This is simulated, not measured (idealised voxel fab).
Title: Process Module voxel self aligned vias
The cross-section shown here is cut; it is 245 nm wide and divided into square cells measuring 5 nm on a side.
How to read a cross-section here: the picture is a grid of square cells, written as bands going from the top down, and any band can span one or more rows of cells.
Basically the band line says how high the top is and how high the bottom is, in nm, and then what's in it from left to right, every material with its width in nm. Empty space shows up as "air", and if a single material carries "edge to edge" it runs the full band edge to edge.
Convention: height 0 is the level below which the wafer, as received, is all one material. The lowest band does not terminate at the bottom but continues downward, represented as "0 down".
Top row gets the first number, bottom row gets the second, and each row in between changes by the same step: that is how a band width like "30->40" works.
"remains unaltered" -> step changed no cross-section cell.
Any empty space of 8 cells or more lacking an open way to the top shows up in "Sealed internal voids" as width x height at distance, distance from the left edge, in nm.
Text after the settings on a step's line: the simulator's own remark on that step.
For masked steps, "overlay nm" on the step line gives how far right of plan the mask actually lay; a minus sign means it lay to the left.

## Planned process steps
1. RECEIVE (material Si)
2. CONFORMAL_DEP (material SiO2; thk nm 10)
3. CONFORMAL_DEP (material SiCN; thk nm 5)
4. DIRECTIONAL_DEP (material SiO2; thk nm 30)
5. PATTERN (tone open; mask id LINES; material resist; width nm 30; pitch nm 70; thk nm 15; overlay nm 0)
6. DIRECTIONAL_ETCH (etch materials SiO2; depth nm 30)
7. STRIP (etch materials resist)
8. CONFORMAL_DEP (material TiN; thk nm 5)
9. FILL_DEP (material Ru; thk nm 5)
10. CMP (height nm 45)
11. SELECTIVE_ETCH (etch materials W Ru TiN; depth nm 5)
12. FILL_DEP (material SiN; thk nm 5)
13. CMP (height nm 45)
14. DIRECTIONAL_DEP (material SiO2; thk nm 20)
15. DIRECTIONAL_DEP (material aC; thk nm 15)
16. PATTERN (tone open; mask id VIAS; material resist; width nm 50; pitch nm 140; thk nm 35; overlay nm 0)
17. DIRECTIONAL_ETCH (etch materials aC; depth nm 15)
18. STRIP (etch materials resist)
19. DIRECTIONAL_ETCH (etch materials SiO2; depth nm 20)
20. DIRECTIONAL_ETCH (etch materials SiN; depth nm 5)
21. STRIP (etch materials aC)
22. CONFORMAL_DEP (material TiN; thk nm 5)
23. FILL_DEP (material W; thk nm 5)
24. CMP (height nm 65)
25. CONFORMAL_DEP (material SiN; thk nm 5)

## Cross-section of the wafer at receipt, which is the condition after step 1
0 down: Si edge to edge
Sealed internal voids: none

## End-of-module XS, first of two wafers, run as planned
70 to 65: SiN edge to edge
65 to 50: SiO2: 25 / TiN: 5 / W: 40 / TiN: 5 / SiO2: 90 / TiN: 5 / W: 40 / TiN: 5 / SiO2: 30
50 to 45: SiO2: 25 / TiN: 15 / W: 20 / TiN: 15 / SiO2: 90 / TiN: 15 / W: 20 / TiN: 15 / SiO2: 30
45 to 40: SiO2: 35 / TiN: 30 / SiO2: 40 / SiN: 30 / SiO2: 40 / TiN: 30 / SiO2: 40
40 to 20: SiO2: 35 / TiN: 5 / Ru: 20 / TiN: 5 / SiO2: 40 / TiN: 5 / Ru: 20 / TiN: 5 / SiO2: 40 / TiN: 5 / Ru: 20 / TiN: 5 / SiO2: 40
20 to 15: SiO2: 35 / TiN: 30 / SiO2: 40 / TiN: 30 / SiO2: 40 / TiN: 30 / SiO2: 40
15 to 10: SiCN edge to edge
10 to 0: SiO2 edge to edge
0 down: Si edge to edge
Sealed internal voids: none

## Second of two wafers, module complete, sectioned: it shares the first wafer's start and plan but was run with one mistake
70 to 65: SiN edge to edge
65 to 50: SiO2: 25 / TiN: 5 / W: 40 / TiN: 5 / SiO2: 90 / TiN: 5 / W: 40 / TiN: 5 / SiO2: 30
50 to 45: SiO2: 25 / TiN: 15 / W: 20 / TiN: 15 / SiO2: 90 / TiN: 15 / W: 20 / TiN: 15 / SiO2: 30
45 to 40: SiO2: 35 / TiN: 30 / SiO2: 40 / SiN: 30 / SiO2: 40 / TiN: 30 / SiO2: 40
40 to 30: SiO2: 35 / SiN: 30 / SiO2: 40 / SiN: 30 / SiO2: 40 / SiN: 30 / SiO2: 40
30 to 20: SiO2: 35 / TiN: 5 / Ru: 20 / TiN: 5 / SiO2: 40 / TiN: 5 / Ru: 20 / TiN: 5 / SiO2: 40 / TiN: 5 / Ru: 20 / TiN: 5 / SiO2: 40
20 to 15: SiO2: 35 / TiN: 30 / SiO2: 40 / TiN: 30 / SiO2: 40 / TiN: 30 / SiO2: 40
15 to 10: SiCN edge to edge
10 to 0: SiO2 edge to edge
0 down: Si edge to edge
Sealed internal voids: none
what went wrong: step 11 ran with different settings than intended, the actual operation and settings being SELECTIVE_ETCH (etch materials W Ru TiN; depth nm 15)
Looking at both finished wafers in cells, the second ends up ahead of or behind the first on some materials: 24 fewer of Ru, 36 more of SiN, 12 fewer of TiN
